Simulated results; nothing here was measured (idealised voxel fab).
process module | voxel transistor to metal
cross-section cut | 260 nm wide | cells 5 nm
A cross-section is a grid of square cells, given in bands from the top down. A band is one or more rows of cells.
Each band's line starts with the height of the band's top and of its bottom, in nm. Then come its materials from left to right, each with its width in nm. One material with "throughout" fills the band from edge to edge. "air" is empty space.
Height 0 is the level under which the wafer as received is all one material. The lowest band goes on downwards, as in "0 down".
A width such as "30 to 40" changes by the same amount from each row of cells to the next, from the band's top row to its bottom row.
"no change" after a step means that no cell of the cross-section changed.
closed voids: empty space of 8 cells or more with no open way to the top, each as width x height at its distance from the left edge, in nm
after a step's settings: what the simulator itself notes on the step
overlay nm, on a step with a mask: how far to the right of its planned place the mask lay; to the left if negative
plan
1 op RECEIVE | material Si
2 op CONFORMAL_DEP | material SiO2 | thk nm 5
3 op CONFORMAL_DEP | material SiN | thk nm 15
4 op DIRECTIONAL_DEP | material aC | thk nm 15
5 op PATTERN | tone cover | mask id ACTIVE | material resist | width nm 105 | pitch nm 125 | thk nm 35 | overlay nm 0
6 op DIRECTIONAL_ETCH | etch materials aC | depth nm 15
7 op STRIP | etch materials resist
8 op DIRECTIONAL_ETCH | etch materials SiN | depth nm 15
9 op DIRECTIONAL_ETCH | etch materials SiO2 | depth nm 5
10 op DIRECTIONAL_ETCH | etch materials Si | depth nm 30
11 op STRIP | etch materials aC
12 op FILL_DEP | material SiO2 | thk nm 10
13 op CMP | height nm 20
14 op SELECTIVE_ETCH | etch materials SiO2 | depth nm 5
15 op STRIP | etch materials SiN
16 op SELECTIVE_ETCH | etch materials SiO2 | depth nm 5
17 op OXIDIZE | depth nm 5
18 op DIRECTIONAL_DEP | material polySi | thk nm 25
19 op DIRECTIONAL_DEP | material SiCN | thk nm 10
20 op MASKED_ETCH | tone cover | mask id GATE | width nm 15 | pitch nm 125 | etch materials SiCN | depth nm 20 | overlay nm 0
21 op MASKED_ETCH | tone cover | mask id GATE | width nm 15 | pitch nm 125 | etch materials polySi | depth nm 35 | overlay nm 0
22 op CONFORMAL_DEP | material SiN | thk nm 5
23 op DIRECTIONAL_ETCH | etch materials SiN | depth nm 5
24 op DIRECTIONAL_ETCH | etch materials SiO2 | depth nm 5
25 op EPI | material nSi | thk nm 5
26 op FILL_DEP | material SiO2 | thk nm 10
27 op CMP | height nm 35
28 op DIRECTIONAL_DEP | material SiO2 | thk nm 10
29 op DIRECTIONAL_DEP | material aC | thk nm 10
30 op PATTERN | tone open | mask id CONTACT | material resist | width nm 20 | thk nm 25 | overlay nm 0
31 op DIRECTIONAL_ETCH | etch materials aC | depth nm 10
32 op STRIP | etch materials resist
33 op DIRECTIONAL_ETCH | etch materials SiO2 | depth nm 45
34 op STRIP | etch materials aC
35 op CONFORMAL_DEP | material TiN | thk nm 5
36 op FILL_DEP | material W | thk nm 10
37 op CMP | height nm 45
38 op DIRECTIONAL_DEP | material TiN | thk nm 5
39 op DIRECTIONAL_DEP | material W | thk nm 20
40 op MASKED_ETCH | tone cover | mask id METAL_1 | width nm 20 | etch materials W | depth nm 20 | overlay nm 0
41 op MASKED_ETCH | tone cover | mask id METAL_1 | width nm 20 | etch materials TiN | depth nm 5 | overlay nm 0
42 op FILL_DEP | material lowk | thk nm 5
43 op CMP | height nm 70
44 op CONFORMAL_DEP | material SiCN | thk nm 5
45 op DIRECTIONAL_DEP | material SiO2 | thk nm 25
46 op PATTERN | tone open | mask id METAL_2 | material resist | width nm 20 | pitch nm 125 | thk nm 15 | overlay nm 0
47 op DIRECTIONAL_ETCH | etch materials SiO2 | depth nm 15
48 op STRIP | etch materials resist
49 op PATTERN | tone open | mask id METAL_2_HOLES | material resist | width nm 15 | pitch nm 125 | thk nm 20 | overlay nm 0
50 op DIRECTIONAL_ETCH | etch materials SiO2 | depth nm 10
51 op DIRECTIONAL_ETCH | etch materials SiCN | depth nm 5
52 op STRIP | etch materials resist
53 op CONFORMAL_DEP | material TiN | thk nm 5
54 op FILL_DEP | material Ru | thk nm 10
55 op CMP | height nm 100
56 op CONFORMAL_DEP | material SiN | thk nm 5
as received, after step 1
  0 down: Si throughout
  closed voids: none
first wafer at the end, as planned
  105 to 100: SiN throughout
  100 to 90: SiO2 20 | TiN 5 | Ru 10 | TiN 5 | SiO2 105 | TiN 5 | Ru 10 | TiN 5 | SiO2 95
  90 to 85: SiO2 20 | TiN 5 | Ru 5 | TiN 10 | SiO2 105 | TiN 5 | Ru 5 | TiN 10 | SiO2 95
  85 to 75: SiO2 20 | TiN 5 | Ru 5 | TiN 5 | SiO2 110 | TiN 5 | Ru 5 | TiN 5 | SiO2 100
  75 to 70: SiCN 20 | TiN 15 | SiCN 110 | TiN 15 | SiCN 100
  70 to 50: lowk 20 | W 20 | lowk 55 | W 20 | lowk 30 | W 20 | lowk 55 | W 20 | lowk 20
  50 to 45: lowk 20 | TiN 20 | lowk 55 | TiN 20 | lowk 30 | TiN 20 | lowk 55 | TiN 20 | lowk 20
  45 to 35: SiO2 20 | TiN 5 | W 10 | TiN 5 | SiO2 55 | TiN 5 | W 10 | TiN 5 | SiO2 30 | TiN 5 | W 10 | TiN 5 | SiO2 55 | TiN 5 | W 10 | TiN 5 | SiO2 20
  35 to 25: SiO2 20 | TiN 5 | W 10 | TiN 5 | SiO2 15 | SiN 5 | SiCN 15 | SiN 5 | SiO2 15 | TiN 5 | W 10 | TiN 5 | SiO2 30 | TiN 5 | W 10 | TiN 5 | SiO2 15 | SiN 5 | SiCN 15 | SiN 5 | SiO2 15 | TiN 5 | W 10 | TiN 5 | SiO2 20
  25 to 10: SiO2 20 | TiN 5 | W 10 | TiN 5 | SiO2 15 | SiN 5 | polySi 15 | SiN 5 | SiO2 15 | TiN 5 | W 10 | TiN 5 | SiO2 30 | TiN 5 | W 10 | TiN 5 | SiO2 15 | SiN 5 | polySi 15 | SiN 5 | SiO2 15 | TiN 5 | W 10 | TiN 5 | SiO2 20
  10 to 5: SiO2 10 | SiN 5 | SiO2 5 | TiN 5 | W 10 | TiN 5 | SiO2 15 | SiN 5 | polySi 15 | SiN 5 | SiO2 15 | TiN 5 | W 10 | TiN 5 | SiO2 5 | SiN 5 | SiO2 10 | SiN 5 | SiO2 5 | TiN 5 | W 10 | TiN 5 | SiO2 15 | SiN 5 | polySi 15 | SiN 5 | SiO2 15 | TiN 5 | W 10 | TiN 5 | SiO2 5 | SiN 5 | SiO2 10
  5 to 0: SiO2 10 | SiN 5 | SiO2 5 | TiN 20 | SiO2 15 | SiN 5 | polySi 15 | SiN 5 | SiO2 15 | TiN 20 | SiO2 5 | SiN 5 | SiO2 10 | SiN 5 | SiO2 5 | TiN 20 | SiO2 15 | SiN 5 | polySi 15 | SiN 5 | SiO2 15 | TiN 20 | SiO2 5 | SiN 5 | SiO2 10
  0 to -5: SiO2 15 | nSi 40 | SiO2 25 | nSi 40 | SiO2 20 | nSi 40 | SiO2 25 | nSi 40 | SiO2 15
  -5 to -30: SiO2 15 | Si 105 | SiO2 20 | Si 105 | SiO2 15
  -30 down: Si throughout
  closed voids: none
second wafer at the end: like start, like plan, one mistake
  105 to 100: SiN throughout
  100 to 90: SiO2 20 | TiN 5 | Ru 10 | TiN 5 | SiO2 105 | TiN 5 | Ru 10 | TiN 5 | SiO2 95
  90 to 85: SiO2 20 | TiN 5 | Ru 5 | TiN 10 | SiO2 105 | TiN 5 | Ru 5 | TiN 10 | SiO2 95
  85 to 75: SiO2 20 | TiN 5 | Ru 5 | TiN 5 | SiO2 110 | TiN 5 | Ru 5 | TiN 5 | SiO2 100
  75 to 70: SiCN 20 | TiN 15 | SiCN 110 | TiN 15 | SiCN 100
  70 to 50: lowk 20 | W 20 | lowk 55 | W 20 | lowk 30 | W 20 | lowk 55 | W 20 | lowk 20
  50 to 45: lowk 20 | TiN 20 | lowk 55 | TiN 20 | lowk 30 | TiN 20 | lowk 55 | TiN 20 | lowk 20
  45 to 35: SiO2 20 | TiN 5 | W 10 | TiN 5 | SiO2 55 | TiN 5 | W 10 | TiN 5 | SiO2 30 | TiN 5 | W 10 | TiN 5 | SiO2 55 | TiN 5 | W 10 | TiN 5 | SiO2 20
  35 to 25: SiO2 20 | TiN 5 | W 10 | TiN 5 | SiO2 15 | SiN 5 | SiCN 15 | SiN 5 | SiO2 15 | TiN 5 | W 10 | TiN 5 | SiO2 30 | TiN 5 | W 10 | TiN 5 | SiO2 15 | SiN 5 | SiCN 15 | SiN 5 | SiO2 15 | TiN 5 | W 10 | TiN 5 | SiO2 20
  25 to 10: SiO2 20 | TiN 5 | W 10 | TiN 5 | SiO2 15 | SiN 5 | polySi 15 | SiN 5 | SiO2 15 | TiN 5 | W 10 | TiN 5 | SiO2 30 | TiN 5 | W 10 | TiN 5 | SiO2 15 | SiN 5 | polySi 15 | SiN 5 | SiO2 15 | TiN 5 | W 10 | TiN 5 | SiO2 20
  10 to 5: SiO2 10 | SiN 5 | SiO2 5 | TiN 5 | W 10 | TiN 5 | SiO2 15 | SiN 5 | polySi 15 | SiN 5 | SiO2 15 | TiN 5 | W 10 | TiN 5 | SiO2 5 | SiN 5 | SiO2 10 | SiN 5 | SiO2 5 | TiN 5 | W 10 | TiN 5 | SiO2 15 | SiN 5 | polySi 15 | SiN 5 | SiO2 15 | TiN 5 | W 10 | TiN 5 | SiO2 5 | SiN 5 | SiO2 10
  5 to 0: SiO2 10 | SiN 5 | SiO2 5 | TiN 20 | SiO2 15 | SiN 5 | polySi 15 | SiN 5 | SiO2 15 | TiN 20 | SiO2 5 | SiN 5 | SiO2 10 | SiN 5 | SiO2 5 | TiN 20 | SiO2 15 | SiN 5 | polySi 15 | SiN 5 | SiO2 15 | TiN 20 | SiO2 5 | SiN 5 | SiO2 10
  0 to -5: SiO2 10 | SiN 5 | nSi 40 | SiO2 25 | nSi 40 | SiN 5 | SiO2 10 | SiN 5 | nSi 40 | SiO2 25 | nSi 40 | SiN 5 | SiO2 10
  -5 to -10: SiO2 20 | Si 95 | SiO2 30 | Si 95 | SiO2 20
  -10 to -30: SiO2 15 | Si 105 | SiO2 20 | Si 105 | SiO2 15
  -30 down: Si throughout
  closed voids: none
what went wrong: step 2 was left out
at the end the second wafer has, in cells: 4 fewer of Si | 4 more of SiN
